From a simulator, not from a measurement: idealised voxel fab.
process module | voxel ribs on slabs
cross-section cut | 265 nm wide | cells 5 nm
A cross-section is a grid of square cells, given in bands from the top down. A band is one or more rows of cells.
Each band's line starts with the height of the band's top and of its bottom, in nm. Then come its materials from left to right, each with its width in nm. One material with "throughout" fills the band from edge to edge. "air" is empty space.
Height 0 is the level under which the wafer as received is all one material. The lowest band goes on downwards, as in "0 down".
A width such as "30 to 40" changes by the same amount from each row of cells to the next, from the band's top row to its bottom row.
"no change" after a step means that no cell of the cross-section changed.
closed voids: empty space of 8 cells or more with no open way to the top, each as width x height at its distance from the left edge, in nm
after a step's settings: what the simulator itself notes on the step
overlay nm, on a step with a mask: how far to the right of its planned place the mask lay; to the left if negative
plan
1 op RECEIVE | material Si
2 op DIRECTIONAL_DEP | material SiO2 | thk nm 25
3 op DIRECTIONAL_DEP | material polySi | thk nm 15
4 op PATTERN | tone cover | mask id RIB | material resist | width nm 30 | thk nm 20 | overlay nm 0
5 op DIRECTIONAL_ETCH | etch materials polySi | depth nm 5
6 op STRIP | etch materials resist
7 op PATTERN | tone cover | mask id SLAB | material resist | width nm 70 | thk nm 15 | overlay nm 0
8 op DIRECTIONAL_ETCH | etch materials polySi | depth nm 10
9 op STRIP | etch materials resist
10 op FILL_DEP | material SiO2 | thk nm 15
11 op CMP | height nm 50
12 op DIRECTIONAL_DEP | material TiN | thk nm 5
13 op DIRECTIONAL_DEP | material aC | thk nm 15
14 op PATTERN | tone cover | mask id HEATER | material resist | width nm 40 | thk nm 35 | overlay nm 0
15 op DIRECTIONAL_ETCH | etch materials aC | depth nm 15
16 op STRIP | etch materials resist
17 op DIRECTIONAL_ETCH | etch materials TiN | depth nm 5
18 op STRIP | etch materials aC
19 op CONFORMAL_DEP | material SiO2 | thk nm 10
as received, after step 1
  0 down: Si throughout
  closed voids: none
a wafer at the end: this start, this plan, one mistake
  55 to 50: air 110 | TiN 40 | air 115
  50 to 40: SiO2 throughout
  40 to 35: SiO2 115 | polySi 30 | SiO2 120
  35 to 25: SiO2 95 | polySi 70 | SiO2 100
  25 to 0: SiO2 throughout
  0 down: Si throughout
  closed voids: none
what went wrong: step 19 was left out
